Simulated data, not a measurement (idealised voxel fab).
process module | voxel plated lines
cross-section cut | 225 nm wide | cells 5 nm
A cross-section is a grid of square cells, given in bands from the top down. A band is one or more rows of cells.
Each band's line starts with the height of the band's top and of its bottom, in nm. Then come its materials from left to right, each with its width in nm. One material with "throughout" fills the band from edge to edge. "air" is empty space.
Height 0 is the level under which the wafer as received is all one material. The lowest band goes on downwards, as in "0 down".
A width such as "30 to 40" changes by the same amount from each row of cells to the next, from the band's top row to its bottom row.
"no change" after a step means that no cell of the cross-section changed.
closed voids: empty space of 8 cells or more with no open way to the top, each as width x height at its distance from the left edge, in nm
after a step's settings: what the simulator itself notes on the step
overlay nm, on a step with a mask: how far to the right of its planned place the mask lay; to the left if negative
plan
1 op RECEIVE | material Si
2 op CONFORMAL_DEP | material Al2O3 | thk nm 5
3 op DIRECTIONAL_DEP | material TiN | thk nm 5
4 op PATTERN | tone open | mask id LINES | material resist | width nm 30 | pitch nm 55 | thk nm 30 | overlay nm 0
5 op EPI | material Ru | thk nm 5
6 op EPI | material Ru | thk nm 5
7 op STRIP | etch materials resist
8 op DIRECTIONAL_ETCH | etch materials TiN | depth nm 5
9 op CONFORMAL_DEP | material SiO2 | thk nm 10
varied across the wafers: thk nm of step 2. The plan shows the first wafer's value. All wafers start alike
first wafer as received, after step 1
  0 down: Si throughout
  closed voids: none
first wafer at the end, after step 9
  30 to 20: air 5 | SiO2 50 | air 5 | SiO2 50 | air 5 | SiO2 50 | air 5 | SiO2 50 | air 5
  20 to 15: air 5 | SiO2 10 | Ru 30 | SiO2 10 | air 5 | SiO2 10 | Ru 30 | SiO2 10 | air 5 | SiO2 10 | Ru 30 | SiO2 10 | air 5 | SiO2 10 | Ru 30 | SiO2 10 | air 5
  15 to 10: SiO2 15 | Ru 30 | SiO2 25 | Ru 30 | SiO2 25 | Ru 30 | SiO2 25 | Ru 30 | SiO2 15
  10 to 5: SiO2 15 | TiN 30 | SiO2 25 | TiN 30 | SiO2 25 | TiN 30 | SiO2 25 | TiN 30 | SiO2 15
  5 to 0: Al2O3 throughout
  0 down: Si throughout
  closed voids: none
last wafer at the end
  55 to 45: air 5 | SiO2 50 | air 5 | SiO2 50 | air 5 | SiO2 50 | air 5 | SiO2 50 | air 5
  45 to 40: air 5 | SiO2 10 | Ru 30 | SiO2 10 | air 5 | SiO2 10 | Ru 30 | SiO2 10 | air 5 | SiO2 10 | Ru 30 | SiO2 10 | air 5 | SiO2 10 | Ru 30 | SiO2 10 | air 5
  40 to 35: SiO2 15 | Ru 30 | SiO2 25 | Ru 30 | SiO2 25 | Ru 30 | SiO2 25 | Ru 30 | SiO2 15
  35 to 30: SiO2 15 | TiN 30 | SiO2 25 | TiN 30 | SiO2 25 | TiN 30 | SiO2 25 | TiN 30 | SiO2 15
  30 to 0: Al2O3 throughout
  0 down: Si throughout
  closed voids: none
each wafer at the end: cells of each material gained (+) or lost (-) since it was received, then its closed voids
thk nm 5 | +45 Al2O3 | +48 Ru | +138 SiO2 | +24 TiN | closed voids: none
thk nm 10 | +90 Al2O3 | +48 Ru | +138 SiO2 | +24 TiN | closed voids: none
thk nm 15 | +135 Al2O3 | +48 Ru | +138 SiO2 | +24 TiN | closed voids: none
thk nm 20 | +180 Al2O3 | +48 Ru | +138 SiO2 | +24 TiN | closed voids: none
thk nm 25 | +225 Al2O3 | +48 Ru | +138 SiO2 | +24 TiN | closed voids: none
thk nm 30 | +270 Al2O3 | +48 Ru | +138 SiO2 | +24 TiN | closed voids: none
